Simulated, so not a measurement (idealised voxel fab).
process module | voxel gate over fins
cross-section cut | 215 nm wide | cells 5 nm
A cross-section is a grid of square cells, given in bands from the top down. A band is one or more rows of cells.
Each band's line starts with the height of the band's top and of its bottom, in nm. Then come its materials from left to right, each with its width in nm. One material with "throughout" fills the band from edge to edge. "air" is empty space.
Height 0 is the level under which the wafer as received is all one material. The lowest band goes on downwards, as in "0 down".
A width such as "30 to 40" changes by the same amount from each row of cells to the next, from the band's top row to its bottom row.
"no change" after a step means that no cell of the cross-section changed.
closed voids: empty space of 8 cells or more with no open way to the top, each as width x height at its distance from the left edge, in nm
after a step's settings: what the simulator itself notes on the step
overlay nm, on a step with a mask: how far to the right of its planned place the mask lay; to the left if negative
plan
1 op RECEIVE | material Si
2 op CONFORMAL_DEP | material SiN | thk nm 10
3 op DIRECTIONAL_DEP | material aC | thk nm 10
4 op PATTERN | tone cover | mask id FINS | material resist | width nm 15 | pitch nm 45 | thk nm 25 | overlay nm 0
5 op DIRECTIONAL_ETCH | etch materials aC | depth nm 5
6 op STRIP | etch materials resist
7 op DIRECTIONAL_ETCH | etch materials SiN | depth nm 10
8 op DIRECTIONAL_ETCH | etch materials Si | depth nm 35
9 op STRIP | etch materials aC
10 op FILL_DEP | material SiO2 | thk nm 15
11 op CMP | height nm 10
12 op SELECTIVE_ETCH | etch materials SiO2 | depth nm 25
13 op STRIP | etch materials SiN
14 op CONFORMAL_DEP | material HfO2 | thk nm 5
15 op CONFORMAL_DEP | material TiN | thk nm 5
16 op FILL_DEP | material W | thk nm 10
17 op CMP | height nm 15
18 op CONFORMAL_DEP | material SiCN | thk nm 10
varied across the wafers: depth nm of step 5. The plan shows the first wafer's value. All wafers start alike
first wafer as received, after step 1
  0 down: Si throughout
  closed voids: none
each wafer at the end: cells of each material gained (+) or lost (-) since it was received, then its closed voids
depth nm 5 | +43 HfO2 | +86 SiCN | +43 TiN | +43 W | closed voids: none
depth nm 10 | +61 HfO2 | -238 Si | +86 SiCN | +136 SiO2 | +61 TiN | +109 W | closed voids: none
depth nm 15 | +61 HfO2 | -238 Si | +86 SiCN | +136 SiO2 | +61 TiN | +109 W | closed voids: none
depth nm 20 | +61 HfO2 | -238 Si | +86 SiCN | +136 SiO2 | +61 TiN | +109 W | closed voids: none
depth nm 25 | +61 HfO2 | -238 Si | +86 SiCN | +136 SiO2 | +61 TiN | +109 W | closed voids: none
